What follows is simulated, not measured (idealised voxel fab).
The document below concerns the process module designated voxel capacitor over wiring.
It is cross-section cut that appears here, measuring 220 nm in width, its square cells being 5 nm in size.
Cross-section, as written here: a square-cell grid given band by band from the top down, where a band holds one or more rows of cells.
For a band, the entry starts with two heights in nm, that of the top and then that of the bottom, and carries on with the band's materials in order from left to right, each alongside its width in nm; the word "full width" beside a single material means it fills the band edge to edge, and "empty" means empty space.
Ref level 0: as-received wafer is one material below here. Bottom band extends down with no lower bound ("0 nm and below").
Per-row width for "30..40": begins at first number (top row of band), ends at second number (bottom row), increment between rows held constant.
When a step is marked "no modification", none of the cells in the cross-section changed during that step.
"Sealed void inventory" specifies each empty space that is not open to the top and that occupies no fewer than 8 cells, using the form width x height at distance, the distance measured from the left edge and all three quantities in nm.
Where a step's line continues beyond its settings, the continuation is a remark by the simulator itself on that step.
overlay nm: where the mask lay relative to plan, measured to the right, on steps with a mask; negatives go left.
Pairs, read this way: before one process step on the one hand, after it on the other, the after cross-section ending at the lowest band that changed; the step between, settings included, beneath. Same starting wafer throughout, but possibly different runs of this module, so no pair continues from the pair above unless its entry headed "Cross-section, before" says so.

Cross-section, before
* 100 nm to 95 nm | empty 65 nm | TiN 25 nm | empty 130 nm
* 95 nm to 85 nm | empty 65 nm | TiN 5 nm | SiO2 15 nm | TiN 5 nm | empty 130 nm
* 85 nm to 80 nm | TiN 70 nm | SiO2 15 nm | TiN 135 nm
* 80 nm to 75 nm | SiO2 60 nm | TiN 75 nm | SiO2 85 nm
* 75 nm to 70 nm | SiO2 60 nm | SiN 75 nm | SiO2 85 nm
* 70 nm to 60 nm | SiO2 55 nm | TiN 85 nm | SiO2 80 nm
* 60 nm to 40 nm | lowk 60 nm | TiN 5 nm | Cu 5 nm | TiN 5 nm | lowk 145 nm
* 40 nm to 35 nm | SiCN 60 nm | TiN 15 nm | SiCN 145 nm
* 35 nm to 30 nm | SiCN 50 nm | Ru 30 nm | SiCN 60 nm | Ru 30 nm | SiCN 50 nm
* 30 nm to 15 nm | SiO2 55 nm | TiN 5 nm | Ru 10 nm | TiN 5 nm | SiO2 70 nm | TiN 5 nm | Ru 10 nm | TiN 5 nm | SiO2 55 nm
* 15 nm to 10 nm | SiN 55 nm | TiN 20 nm | SiN 70 nm | TiN 20 nm | SiN 55 nm
* 10 nm to 0 nm | SiO2 full width
* 0 nm and below | Si full width
* Sealed void inventory: none

Section After Processing
* 110 nm to 100 nm | Cu full width
* 100 nm to 95 nm | Cu 65 nm | TiN 25 nm | Cu 130 nm
* 95 nm to 85 nm | Cu 65 nm | TiN 5 nm | SiO2 15 nm | TiN 5 nm | Cu 130 nm
* Nothing below the height 85 has changed.
* Sealed void inventory: none
The before and after cross-sections above differ by one step: FILL_DEP with material Cu, thk nm 10

Cross-section, before: the wafer arrives at this step looking as the after cross-section in the pair just above shows it.

Section After Processing
* 95 nm to 85 nm | Cu 65 nm | TiN 5 nm | SiO2 15 nm | TiN 5 nm | Cu 130 nm
* Nothing below the height 85 has changed.
* Sealed void inventory: none
The before and after cross-sections above differ by one step: CMP with height nm 95

Cross-section, before: the wafer arrives at this step looking as the after cross-section in the pair just above shows it.

Section After Processing
* 100 nm to 95 nm | SiN full width
* Nothing below the height 95 has changed.
* Sealed void inventory: none
The before and after cross-sections above differ by one step: CONFORMAL_DEP with material SiN, thk nm 5
